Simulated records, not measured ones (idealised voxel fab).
The name of this process module is voxel self aligned contacts.
Section cut is 180 nm wide and gridded with 5 nm square cells.
In this document a cross-section is written as a grid of square cells. It is given as a series of bands, listed from the top down, and a band is one or more rows of cells.
Read a band's entry like this: the first values are the height of its top and the height of its bottom in nm, and what follows is the sequence of materials from left to right, each with its width in nm. Note that "air" is empty space, and that a single material marked "everywhere" reaches across the band from edge to edge.
Height reference: 0 = level under which incoming wafer is all one material. Lowest band: no bottom, runs on downward, e.g. "0 down".
The width entry "30->40" should be interpreted row by row: the top row of cells in the band takes the first number, the bottom row takes the second number, and the change between adjacent rows is uniform throughout.
The cross-section has no changed cell in any step marked "nothing was modified".
You'll see "Closed-off voids" listing empty spaces that have no way open to the top, as long as they're 8 cells or more; the notation is width x height at distance, where the distance is from the left edge, and all of it is in nm.
Read whatever lies past the settings on a step's line as the simulator's own remark about the step.
A step's line can hold "overlay nm"; with a mask on that step, the setting says how far right of the planned place the mask lay, while a negative setting says it lay to the left.
# The process steps that were planned are listed below
1: RECEIVE [material Si]
2: OXIDIZE [depth nm 5]
3: DIRECTIONAL_DEP [material polySi] [thk nm 25]
4: DIRECTIONAL_DEP [material SiN] [thk nm 15]
5: PATTERN [tone cover] [mask id GATE] [material resist] [width nm 30] [pitch nm 60] [thk nm 20] [overlay nm 0]
6: DIRECTIONAL_ETCH [etch materials SiN] [depth nm 15]
7: DIRECTIONAL_ETCH [etch materials polySi] [depth nm 25]
8: STRIP [etch materials resist]
9: CONFORMAL_DEP [material SiN] [thk nm 5]
10: DIRECTIONAL_ETCH [etch materials SiN] [depth nm 5]
11: FILL_DEP [material SiO2] [thk nm 15]
12: CMP [height nm 50]
13: MASKED_ETCH [tone open] [mask id CONTACT] [width nm 40] [etch materials SiO2] [depth nm 55] [overlay nm 0]
14: CONFORMAL_DEP [material TiN] [thk nm 5]
15: FILL_DEP [material W] [thk nm 5]
16: CMP [height nm 50]
17: CONFORMAL_DEP [material SiCN] [thk nm 5]
# Received-state cross-section, reflecting completion of step 1
> 0 down = Si everywhere
> Closed-off voids: none
# Starting structure and process plan are as shown above, but one mistake was made in running the module; the wafer cross-section at the end of the module follows
> 55 to 50 = SiCN everywhere
> 50 to 40 = SiO2 70 nm | TiN 5 nm | W 30 nm | TiN 5 nm | SiO2 70 nm
> 40 to 35 = SiO2 70 nm | TiN 10 nm | W 20 nm | TiN 10 nm | SiO2 70 nm
> 35 to 25 = SiO2 45 nm | SiN 30 nm | TiN 5 nm | W 20 nm | TiN 5 nm | SiN 30 nm | SiO2 45 nm
> 25 to 0 = SiO2 45 nm | polySi 30 nm | TiN 5 nm | W 20 nm | TiN 5 nm | polySi 30 nm | SiO2 45 nm
> 0 to -5 = SiO2 75 nm | TiN 30 nm | SiO2 75 nm
> -5 down = Si everywhere
> Closed-off voids: none
Nonconformance to the process plan: step 9 was left out
